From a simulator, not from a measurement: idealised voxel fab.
Process module, titled voxel self aligned contacts
Cross-section cut: width 180 nm, square cells of 5 nm.
A cross-section in this document is a grid of square cells, and it is written down as bands, the top band listed before the ones below it; a band is made up of one or more rows of cells.
Band: top and bottom heights (nm) first, top before bottom; then materials from left to right, widths in nm. "edge to edge" marks a sole material filling the band edge to edge. "empty" denotes empty space.
Zero point of the height axis is 0; under it, received wafer = one material. Lowest band: continues down indefinitely, "0 down".
A width given as "30 to 40" starts at the first number in the band's top row and ends at the second number in its bottom row, shifting by an equal amount at every step from row to row.
"no change occurred" after a step means that no cell of the cross-section changed.
"Closed cavities": empty spaces of 8 cells or more with no open way to the top, each given as width x height at distance, distance from the left edge, all in nm.
Note: text after step settings on the step line = simulator remark on that step.
overlay nm: mask offset rightward from planned place, masked step; negative means leftward offset.

Below is the list of planned process steps:
step 1: RECEIVE with material Si
step 2: CONFORMAL_DEP with material SiO2, thk nm 5
step 3: DIRECTIONAL_DEP with material polySi, thk nm 30
step 4: DIRECTIONAL_DEP with material SiN, thk nm 25
step 5: PATTERN with tone cover, mask id GATE, material resist, width nm 25, pitch nm 65, thk nm 15, overlay nm 0
step 6: DIRECTIONAL_ETCH with etch materials SiN, depth nm 25
step 7: DIRECTIONAL_ETCH with etch materials polySi, depth nm 30
step 8: STRIP with etch materials resist
step 9: CONFORMAL_DEP with material SiN, thk nm 10
step 10: DIRECTIONAL_ETCH with etch materials SiN, depth nm 10
step 11: FILL_DEP with material SiO2, thk nm 10
step 12: CMP with height nm 65
step 13: PATTERN with tone open, mask id CONTACT, material resist, width nm 50, thk nm 15, overlay nm 0
step 14: DIRECTIONAL_ETCH with etch materials SiO2, depth nm 65
step 15: STRIP with etch materials resist
step 16: CONFORMAL_DEP with material TiN, thk nm 5
step 17: FILL_DEP with material W, thk nm 10
step 18: CMP with height nm 65
step 19: CONFORMAL_DEP with material SiN, thk nm 5

Cross-section of the incoming wafer, state after step 1:
	0 down: Si edge to edge
	Closed cavities: none

A wafer at the end: this start, this plan, one mistake:
	70 to 65: SiN edge to edge
	65 to 60: SiO2 (65), then TiN (20), then W (15), then TiN (15), then SiO2 (65)
	60 to 35: SiO2 (40), then SiN (40), then TiN (5), then W (15), then TiN (5), then SiN (40), then SiO2 (35)
	35 to 5: SiO2 (40), then SiN (10), then polySi (20), then SiN (10), then TiN (5), then W (15), then TiN (5), then SiN (10), then polySi (20), then SiN (10), then SiO2 (35)
	5 to 0: SiO2 (80), then TiN (25), then SiO2 (75)
	0 down: Si edge to edge
	Closed cavities: none
Where did the run depart from the plan? step 5 did not happen as planned, as run it was PATTERN with tone cover, mask id GATE, material resist, width nm 20, pitch nm 65, thk nm 15, overlay nm 0
